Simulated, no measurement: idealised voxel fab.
Proc. module: voxel released beams
Square cell edge 5 nm, section width 220 nm, ID cut.
This document writes a cross-section as a grid whose cells are square, and gives it as bands, listed from the top down; one or more rows of cells form a band. Read a band's entry like this: the first values are the height of its top and the height of its bottom in nm, and what follows is the sequence of materials from left to right, each with its width in nm. Note that "blank" is empty space, and that a single material marked "everywhere" reaches across the band from edge to edge. Heights are measured from 0, the level below which the as-received wafer is all one material; the lowest band has no bottom and continues downward, written as in "0 down". A width such as "30->40" changes by the same amount from each row of cells to the next, from the band's top row to its bottom row. Given "no alterations made" for a step, no cell of the cross-section differs between before and after that step. "Closed void register" means: voids of 8 cells or more that are shut off from the top with no open way through. Written width x height at distance, distance from the left edge, in nm. Formally, on a step line, whatever follows the settings is a remark that the simulator itself makes on the step. The setting "overlay nm" may be written on the line of a step. When the step uses a mask, the value reports how far to the right of the planned place the mask lay, and a negative value reports that it lay to the left.

### Set out below are the planned steps of the process
1,RECEIVE (material Si)
2,CONFORMAL_DEP (material Al2O3; thk nm 10)
3,DIRECTIONAL_DEP (material SiO2; thk nm 10)
4,DIRECTIONAL_DEP (material aC; thk nm 10)
5,PATTERN (tone open; mask id ANCHOR; material resist; width nm 45; thk nm 25; overlay nm 0)
6,DIRECTIONAL_ETCH (etch materials aC; depth nm 10)
7,STRIP (etch materials resist)
8,DIRECTIONAL_ETCH (etch materials SiO2; depth nm 20)
9,STRIP (etch materials aC)
10,CONFORMAL_DEP (material polySi; thk nm 15)
11,PATTERN (tone cover; mask id BEAM; material resist; width nm 130; thk nm 15; overlay nm 0)
12,DIRECTIONAL_ETCH (etch materials polySi; depth nm 15)
13,STRIP (etch materials resist)
14,STRIP (etch materials SiO2)
varied across the wafers: thk nm of step 3. The plan shows the first wafer's value. All wafers start alike

### First of several wafers (as received, post step 1), cross-sectional view
* 0 down: Si everywhere
* Closed void register: none

### Cross-section of the first of several wafers, taken after step 14, where the module ends
* 35 to 25: blank 40 nm  polySi 20 nm  blank 15 nm  polySi 95 nm  blank 50 nm
* 25 to 20: blank 40 nm  polySi 130 nm  blank 50 nm
* 20 to 10: blank 45 nm  polySi 45 nm  blank 130 nm
* 10 to 0: Al2O3 everywhere
* 0 down: Si everywhere
* Closed void register: none

### Last wafer of the set, cross-sectioned at end of module
* 10 to 0: Al2O3 everywhere
* 0 down: Si everywhere
* Closed void register: none

### Quick key for the table: a row per wafer, taken at the end of the module. For each material it tells you how many cells the wafer gained (+) or lost (-) since it came in, and the closed voids come after
thk nm 10 | +88 Al2O3 | +90 polySi | Closed void register: none
thk nm 15 | +88 Al2O3 | +96 polySi | Closed void register: none
thk nm 20 | +88 Al2O3 | +102 polySi | Closed void register: none
thk nm 25 | +88 Al2O3 | Closed void register: none
thk nm 30 | +88 Al2O3 | Closed void register: none
thk nm 35 | +88 Al2O3 | Closed void register: none
